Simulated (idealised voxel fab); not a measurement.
Process module under the name voxel capacitor over wiring
The cross-section shown here is cut; it is 240 nm wide and divided into square cells measuring 5 nm on a side.
A cross-section is a grid of square cells, given in bands from the top down. A band is one or more rows of cells.
It is stipulated that each band's entry specify, in nanometres, the height of the top of the band and then that of its bottom, followed by the materials of the band in left-to-right sequence, each together with its width in nanometres. A single material marked by the word "all across" is understood to fill the band from edge to edge; the word "blank" is understood to denote empty space.
The reference from which all heights are counted is 0, the level beneath which the as-received wafer is entirely one material; the lowest band, having no lower bound, proceeds downward and is written after the example "0 nm and below".
Read "30 to 40" as a graded width: first number on top, second number at the bottom, same change between each pair of neighbouring rows.
A step reported as "no modification" is a step in which no cell of the cross-section changed.
This entry, "Fully sealed voids", enumerates those empty regions of no fewer than 8 cells that possess no open connection to the top. Each region is reported in the form width x height at distance, the distance being taken from the left edge, with all three quantities expressed in nm.
after a step's settings: what the simulator itself notes on the step
overlay nm: where the mask lay relative to plan, measured to the right, on steps with a mask; negatives go left.
THIS SECTION LISTS THE PROCESS STEPS THAT WERE PLANNED
| 1 | RECEIVE (material Si) |
| 2 | CONFORMAL_DEP (material SiO2; thk nm 15) |
| 3 | DIRECTIONAL_DEP (material TiN; thk nm 5) |
| 4 | DIRECTIONAL_DEP (material W; thk nm 25) |
| 5 | MASKED_ETCH (tone cover; mask id METAL_1; width nm 20; pitch nm 80; etch materials W; depth nm 25; overlay nm 0) |
| 6 | MASKED_ETCH (tone cover; mask id METAL_1; width nm 20; pitch nm 80; etch materials TiN; depth nm 5; overlay nm 0) |
| 7 | CONFORMAL_DEP (material SiN; thk nm 5) |
| 8 | FILL_DEP (material lowk; thk nm 10) |
| 9 | CMP (height nm 45) |
| 10 | CONFORMAL_DEP (material SiCN; thk nm 5) |
| 11 | DIRECTIONAL_DEP (material SiO2; thk nm 10) |
| 12 | MASKED_ETCH (tone open; mask id PLUG_1; width nm 15; etch materials SiO2; depth nm 10; overlay nm 0) |
| 13 | MASKED_ETCH (tone open; mask id PLUG_1; width nm 15; etch materials SiCN; depth nm 5; overlay nm 0) |
| 14 | EPI (material Ru; thk nm 10) |
| 15 | EPI (material Ru; thk nm 5) |
| 16 | DIRECTIONAL_DEP (material TiN; thk nm 5) |
| 17 | DIRECTIONAL_DEP (material Al2O3; thk nm 5) |
| 18 | DIRECTIONAL_DEP (material TiN; thk nm 10) |
| 19 | PATTERN (tone cover; mask id UPPER_PLATE; material resist; width nm 65; thk nm 20; overlay nm 0) |
| 20 | DIRECTIONAL_ETCH (etch materials TiN; depth nm 10) |
| 21 | DIRECTIONAL_ETCH (etch materials Al2O3; depth nm 5) |
| 22 | STRIP (etch materials resist) |
| 23 | PATTERN (tone cover; mask id LOWER_PLATE; material resist; width nm 75; thk nm 15; overlay nm 0) |
| 24 | DIRECTIONAL_ETCH (etch materials TiN; depth nm 5) |
| 25 | STRIP (etch materials resist) |
| 26 | FILL_DEP (material SiO2; thk nm 15) |
| 27 | CMP (height nm 90) |
| 28 | PATTERN (tone open; mask id PLUG_2; material resist; width nm 15; thk nm 20; overlay nm 0) |
| 29 | DIRECTIONAL_ETCH (etch materials SiO2; depth nm 10) |
| 30 | STRIP (etch materials resist) |
| 31 | CONFORMAL_DEP (material TiN; thk nm 5) |
| 32 | FILL_DEP (material Cu; thk nm 10) |
| 33 | CMP (height nm 90) |
| 34 | CONFORMAL_DEP (material SiN; thk nm 5) |
WAFER AS RECEIVED: CROSS-SECTION FOLLOWING STEP 1
0 nm and below: Si all across
Fully sealed voids: none
CROSS-SECTIONAL RESULT AFTER MODULE COMPLETION. NOTE: STARTING CONDITION AND PLAN ARE UNCHANGED FROM ABOVE; ONE PROCESSING MISTAKE WAS MADE
95 nm to 90 nm: SiN all across
90 nm to 85 nm: SiO2: 85 | TiN: 5 | Cu: 5 | TiN: 5 | SiO2: 140
85 nm to 80 nm: SiO2: 85 | TiN: 15 | SiO2: 140
80 nm to 70 nm: SiO2: 75 | TiN: 65 | SiO2: 100
70 nm to 65 nm: SiO2: 75 | Al2O3: 65 | SiO2: 100
65 nm to 60 nm: SiO2: 65 | TiN: 85 | SiO2: 90
60 nm to 50 nm: SiO2: 75 | Ru: 15 | SiO2: 150
50 nm to 45 nm: SiCN: 75 | Ru: 15 | SiCN: 150
45 nm to 20 nm: lowk: 65 | SiN: 5 | W: 20 | SiN: 5 | lowk: 50 | SiN: 5 | W: 20 | SiN: 5 | lowk: 65
20 nm to 15 nm: SiN: 70 | TiN: 20 | SiN: 60 | TiN: 20 | SiN: 70
15 nm to 0 nm: SiO2 all across
0 nm and below: Si all across
Fully sealed voids: none
Short version of what went wrong: heads up, step 23 didn't go per plan, it actually ran as PATTERN (tone cover; mask id LOWER_PLATE; material resist; width nm 85; thk nm 15; overlay nm 0)
